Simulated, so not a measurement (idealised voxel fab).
Documented hereafter: the process module known as voxel air gaps.
Cross-sectional view cut (width: 285 nm; square cell size: 5 nm).
Heads up, the way a cross-section reads in here is a grid of square cells, handed over as bands from the top down, with every band being one or more rows of cells.
For a band, the entry starts with two heights in nm, that of the top and then that of the bottom, and carries on with the band's materials in order from left to right, each alongside its width in nm; the word "full width" beside a single material means it fills the band edge to edge, and "air" means empty space.
Beneath 0, the wafer as received is one material, and that level is where height counting begins. The lowest band goes on downward without a bottom; it is written like "top 0, no bottom".
The expression "30..40" gives the width at the extremes of the band, the first number at its top row of cells and the second at its bottom row, with the width changing by equal amounts from each row to the next in between.
When a step is marked "remains unaltered", none of the cells in the cross-section changed during that step.
"Cavities, closed" lists enclosed empty spaces (at least 8 cells, no open path upward to the top), each as width x height at distance from the left edge, in nm.
Step line, after settings: the simulator's comment on this step.
Among the settings permitted on a step's line is "overlay nm"; applied to a step with a mask, it specifies the extent to which the mask lay to the right of its planned position, whereas a negative figure signifies a position to the left.

Here's what the planned process steps look like:
1,RECEIVE with material Si
2,CONFORMAL_DEP with material SiO2, thk nm 10
3,CONFORMAL_DEP with material SiN, thk nm 5
4,DIRECTIONAL_DEP with material lowk, thk nm 40
5,PATTERN with tone open, mask id LINES, material resist, width nm 15, pitch nm 45, thk nm 15, overlay nm 0
6,DIRECTIONAL_ETCH with etch materials lowk, depth nm 40
7,STRIP with etch materials resist
8,CONFORMAL_DEP with material TiN, thk nm 5
9,FILL_DEP with material W, thk nm 5
10,CMP with height nm 55
11,EPI with material Ru, thk nm 10
12,SELECTIVE_ETCH with etch materials lowk, depth nm 50
13,CONFORMAL_DEP with material SiN, thk nm 5

Cross-section of the incoming wafer, state after step 1:
  top 0, no bottom  Si full width
  Cavities, closed: none

Final cross-section, module run with one mistake (start and plan as above):
  top 70, bottom 65  air 75, SiN 135, air 75
  top 65, bottom 55  air 75, SiN 5, Ru 35, SiN 10, Ru 35, SiN 10, Ru 35, SiN 5, air 75
  top 55, bottom 50  air 75, SiN 15, TiN 5, W 5, TiN 5, SiN 30, TiN 5, W 5, TiN 5, SiN 30, TiN 5, W 5, TiN 5, SiN 15, air 75
  top 50, bottom 30  air 85, SiN 5, TiN 5, W 5, TiN 5, SiN 5, air 20, SiN 5, TiN 5, W 5, TiN 5, SiN 5, air 20, SiN 5, TiN 5, W 5, TiN 5, SiN 5, air 85
  top 30, bottom 25  SiN 90, TiN 15, SiN 30, TiN 15, SiN 30, TiN 15, SiN 90
  top 25, bottom 10  SiN full width
  top 10, bottom 0  SiO2 full width
  top 0, no bottom  Si full width
  Cavities, closed: 20 x 20 at 110; 20 x 20 at 155
What broke from the plan during processing? step 3 did not use the planned setting and instead ran as CONFORMAL_DEP with material SiN, thk nm 15
